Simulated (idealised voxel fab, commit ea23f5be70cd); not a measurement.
The following is a process module called voxel spacer lines.
This is section cut - it's 155 nm across, gridded in 5 nm square cells.
Cross-section spec: square-cell grid; bands listed top down; each band is one or more rows.
Top height, bottom height, nm. Materials left to right, width each, nm. Single material + "throughout" = fills band edge to edge. "blank" = empty.
Below 0: as-received wafer, all one material; heights counted from there. Lowest band: no bottom, goes on down, written "from 0 down".
Read "30 to 40" as a graded width: first number on top, second number at the bottom, same change between each pair of neighbouring rows.
The cross-section has no changed cell in any step marked "left unchanged".
Empty spaces without an open route to the top, at least 8 cells in extent, make up the entry "Tabulated closed voids"; each is given as width x height at distance, where the distance is measured from the left edge, and all are in nm.
The remark found on a step's line after its settings is issued by the simulator itself and pertains to that step.
overlay nm: how far to the right of its planned place the mask lay on this masked step (negative: to the left).

# List of planned process steps
1 RECEIVE | material Si
2 CONFORMAL_DEP | material Al2O3 | thk nm 10
3 DIRECTIONAL_DEP | material W | thk nm 20
4 DIRECTIONAL_DEP | material aC | thk nm 30
5 PATTERN | tone cover | mask id MANDREL | material resist | width nm 20 | pitch nm 60 | thk nm 40 | overlay nm 0
6 DIRECTIONAL_ETCH | etch materials aC | depth nm 30
7 STRIP | etch materials resist
8 CONFORMAL_DEP | material SiN | thk nm 10
9 DIRECTIONAL_ETCH | etch materials SiN | depth nm 10
10 STRIP | etch materials aC
11 DIRECTIONAL_ETCH | etch materials W | depth nm 20
12 STRIP | etch materials SiN

# Cross-sectional view of the wafer in its as-received condition, corresponding to the state after step 1
from 0 down | Si throughout
Tabulated closed voids: none

# first wafer at the end, as planned
from 30 to 10 | blank 25 / W 10 / blank 20 / W 10 / blank 20 / W 10 / blank 20 / W 10 / blank 30
from 10 to 0 | Al2O3 throughout
from 0 down | Si throughout
Tabulated closed voids: none

# This cross-section belongs to the second wafer of two at the end of the module; the start and the plan were shared with the first, and the run included one mistake
from 20 to 10 | blank 25 / W 10 / blank 20 / W 10 / blank 20 / W 10 / blank 20 / W 10 / blank 30
from 10 to 0 | Al2O3 throughout
from 0 down | Si throughout
Tabulated closed voids: none
Diagnosis: contrary to plan, step 3 was performed as DIRECTIONAL_DEP | material W | thk nm 10
End of process, cell counts, second wafer against first, materials with more or fewer: -16 W
